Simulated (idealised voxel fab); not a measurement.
Process module in this document: voxel self aligned contacts
In the cross-section labelled cut, the width is 290 nm and each square cell is 5 nm.
Reading order for cross-sections: top band down to bottom band. Underlying form: a grid of square cells. Band size: one or more rows of cells. This entry defines a band. It first specifies the height of the band's top and the height of its bottom in nm, and then specifies the band's materials from left to right, stating each material with its width in nm. The word "edge to edge" identifies a single material that fills the band from edge to edge, while the word "air" identifies empty space. Height is counted from the level 0, under which the received wafer is composed throughout of one material. The lowest of the bands is not closed at the bottom but continues downward, in the notation "0 -> down". A two-number width, for instance "30 to 40", indicates that the width is equal to the first number in the top row of the band and to the second number in the bottom row, and that it changes by a constant amount per row of cells. Given "nothing different" for a step, no cell of the cross-section differs between before and after that step. Any empty space of 8 cells or more lacking an open way to the top shows up in "Catalogued sealed voids" as width x height at distance, distance from the left edge, in nm. after a step's settings: what the simulator itself notes on the step. The "overlay nm" setting may appear on a step's line; for a step that uses a mask, it gives how far to the right of its planned position the mask lay, and a negative value indicates the left.
# The steps planned for the process are as follows
1. RECEIVE | material Si
2. OXIDIZE | depth nm 5
3. DIRECTIONAL_DEP | material polySi | thk nm 25
4. DIRECTIONAL_DEP | material SiN | thk nm 20
5. DIRECTIONAL_DEP | material aC | thk nm 15
6. PATTERN | tone cover | mask id GATE | material resist | width nm 25 | pitch nm 70 | thk nm 30 | overlay nm 0
7. DIRECTIONAL_ETCH | etch materials aC | depth nm 15
8. STRIP | etch materials resist
9. DIRECTIONAL_ETCH | etch materials SiN | depth nm 20
10. DIRECTIONAL_ETCH | etch materials polySi | depth nm 25
11. STRIP | etch materials aC
12. CONFORMAL_DEP | material SiN | thk nm 10
13. DIRECTIONAL_ETCH | etch materials SiN | depth nm 10
14. FILL_DEP | material SiO2 | thk nm 20
15. CMP | height nm 55
16. MASKED_ETCH | tone open | mask id CONTACT | width nm 55 | etch materials SiO2 | depth nm 60 | overlay nm -15
17. CONFORMAL_DEP | material TiN | thk nm 5
18. FILL_DEP | material W | thk nm 10
19. CMP | height nm 55
20. CONFORMAL_DEP | material SiN | thk nm 5
Quick note for whoever runs this: the wafers start identical, but the overlay nm at step 16 isn't the same across them. The plan just shows what the first wafer had.
# The first of several wafers as received, shown in cross-section; this is its state after step 1
	0 -> down: Si edge to edge
	Catalogued sealed voids: none
# Row per wafer, end-of-module: cell gain (+)/loss (-) by material since the wafer came in, then closed voids
overlay nm -15, -58 Si, +170 SiN, +462 SiO2, +33 TiN, +39 W, +50 polySi, Catalogued sealed voids: none
overlay nm -10, -58 Si, +170 SiN, +462 SiO2, +33 TiN, +39 W, +50 polySi, Catalogued sealed voids: none
overlay nm -5, -58 Si, +170 SiN, +462 SiO2, +33 TiN, +39 W, +50 polySi, Catalogued sealed voids: none
overlay nm 0, -58 Si, +170 SiN, +462 SiO2, +33 TiN, +39 W, +50 polySi, Catalogued sealed voids: none
overlay nm 5, -58 Si, +170 SiN, +462 SiO2, +33 TiN, +39 W, +50 polySi, Catalogued sealed voids: none
overlay nm 10, -58 Si, +170 SiN, +462 SiO2, +33 TiN, +39 W, +50 polySi, Catalogued sealed voids: none
overlay nm 15, -58 Si, +170 SiN, +462 SiO2, +33 TiN, +39 W, +50 polySi, Catalogued sealed voids: none
